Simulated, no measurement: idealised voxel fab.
Process module under the name voxel wiring stack
In the cross-section labelled cut, the width is 270 nm and each square cell is 5 nm.
How to read a cross-section here: the picture is a grid of square cells, written as bands going from the top down, and any band can span one or more rows of cells. Band entry format. Leading values: height of top, height of bottom, nm. Remainder: materials in left-to-right order, each with its width in nm. Special words: "full width" on a single material, which then fills the band edge to edge; "blank", empty space. All heights in this document are referenced to 0, defined as the level beneath which the wafer, as received, consists entirely of one material. The lowest band is not bounded below; it extends indefinitely downward and is written in the form "0 nm and below". You'd read "30..40" like this: the band's top row of cells is as wide as the first number, its bottom row is as wide as the second, and going down, every row changes width by the same amount as the row before did. Take "nothing different" at face value: in the step it is given for, the cross-section changed in none of its cells. The label "Voids lacking openings" introduces a list of the empty spaces, 8 cells or larger, that have no open way up to the top; each entry in it reads width x height at distance, where the distance is taken from the left edge and all three are stated in nm. It should be noted that, on the line of a given step, the content following the step's settings is a remark produced by the simulator itself with respect to that step. overlay nm: how far to the right of its planned place the mask lay on this masked step (negative: to the left).
The process steps that were planned are listed below:
- 1: RECEIVE [material Si]
- 2: CONFORMAL_DEP [material SiO2] [thk nm 15]
- 3: DIRECTIONAL_DEP [material TiN] [thk nm 5]
- 4: DIRECTIONAL_DEP [material Ru] [thk nm 20]
- 5: MASKED_ETCH [tone cover] [mask id METAL_1] [width nm 25] [pitch nm 45] [etch materials Ru] [depth nm 20] [overlay nm 0]
- 6: MASKED_ETCH [tone cover] [mask id METAL_1] [width nm 25] [pitch nm 45] [etch materials TiN] [depth nm 5] [overlay nm 0]
- 7: CONFORMAL_DEP [material SiCN] [thk nm 5]
- 8: FILL_DEP [material SiO2] [thk nm 10]
- 9: CMP [height nm 40]
- 10: CONFORMAL_DEP [material SiCN] [thk nm 5]
- 11: DIRECTIONAL_DEP [material lowk] [thk nm 30]
- 12: DIRECTIONAL_DEP [material aC] [thk nm 10]
- 13: PATTERN [tone open] [mask id METAL_2_HOLES] [material resist] [width nm 15] [pitch nm 45] [thk nm 25] [overlay nm 0]
- 14: DIRECTIONAL_ETCH [etch materials aC] [depth nm 10]
- 15: STRIP [etch materials resist]
- 16: DIRECTIONAL_ETCH [etch materials lowk] [depth nm 30]
- 17: STRIP [etch materials aC]
- 18: MASKED_ETCH [tone open] [mask id METAL_2] [width nm 25] [pitch nm 45] [etch materials lowk] [depth nm 15] [overlay nm 0]
- 19: MASKED_ETCH [tone open] [mask id METAL_2] [width nm 25] [pitch nm 45] [etch materials SiCN] [depth nm 5] [overlay nm 0]
- 20: CONFORMAL_DEP [material TiN] [thk nm 5]
- 21: FILL_DEP [material Ru] [thk nm 10]
- 22: CMP [height nm 75]
- 23: CONFORMAL_DEP [material SiCN] [thk nm 5]
- 24: DIRECTIONAL_DEP [material lowk] [thk nm 10]
- 25: PATTERN [tone open] [mask id PLUG_2] [material resist] [width nm 15] [pitch nm 45] [thk nm 20] [overlay nm 0]
- 26: DIRECTIONAL_ETCH [etch materials lowk] [depth nm 10]
- 27: DIRECTIONAL_ETCH [etch materials SiCN] [depth nm 5]
- 28: STRIP [etch materials resist]
- 29: EPI [material Ru] [thk nm 10]
- 30: EPI [material Ru] [thk nm 5]
- 31: DIRECTIONAL_DEP [material TiN] [thk nm 5]
- 32: DIRECTIONAL_DEP [material W] [thk nm 25]
- 33: MASKED_ETCH [tone cover] [mask id METAL_3] [width nm 25] [pitch nm 45] [etch materials W] [depth nm 25] [overlay nm 0]
- 34: MASKED_ETCH [tone cover] [mask id METAL_3] [width nm 25] [pitch nm 45] [etch materials TiN] [depth nm 5] [overlay nm 0]
- 35: FILL_DEP [material lowk] [thk nm 10]
- 36: CMP [height nm 120]
- 37: CONFORMAL_DEP [material SiCN] [thk nm 5]
Cross-section, incoming material, after step 1:
    0 nm and below: Si full width
    Voids lacking openings: none
The cross-section shown corresponds to the wafer at the conclusion of the module. The initial structure and the process plan are those presented above; however, one mistake occurred in executing the plan:
    125 nm to 120 nm: SiCN full width
    120 nm to 95 nm: lowk (75), W (25), lowk (20), W (25), lowk (20), W (25), lowk (80)
    95 nm to 90 nm: lowk (75), TiN (25), lowk (20), TiN (25), lowk (20), TiN (25), lowk (80)
    90 nm to 80 nm: lowk (75), Ru (15), lowk (30), Ru (15), lowk (30), Ru (15), lowk (90)
    80 nm to 75 nm: SiCN (75), Ru (15), SiCN (30), Ru (15), SiCN (30), Ru (15), SiCN (90)
    75 nm to 65 nm: lowk (75), TiN (5), W (15), TiN (5), lowk (20), TiN (5), W (15), TiN (5), lowk (20), TiN (5), W (15), TiN (5), lowk (80)
    65 nm to 60 nm: lowk (75), TiN (5), W (5), TiN (15), lowk (20), TiN (5), W (5), TiN (15), lowk (20), TiN (5), W (5), TiN (15), lowk (80)
    60 nm to 45 nm: lowk (75), TiN (5), W (5), TiN (5), lowk (30), TiN (5), W (5), TiN (5), lowk (30), TiN (5), W (5), TiN (5), lowk (90)
    45 nm to 40 nm: SiCN (75), TiN (15), SiCN (30), TiN (15), SiCN (30), TiN (15), SiCN (90)
    40 nm to 20 nm: SiO2 (70), SiCN (5), Ru (25), SiCN (5), SiO2 (10), SiCN (5), Ru (25), SiCN (5), SiO2 (10), SiCN (5), Ru (25), SiCN (5), SiO2 (75)
    20 nm to 15 nm: SiCN (75), TiN (25), SiCN (20), TiN (25), SiCN (20), TiN (25), SiCN (80)
    15 nm to 0 nm: SiO2 full width
    0 nm and below: Si full width
    Voids lacking openings: none
What was the processing mistake? step 21 did not happen as planned, as run it was FILL_DEP [material W] [thk nm 10]
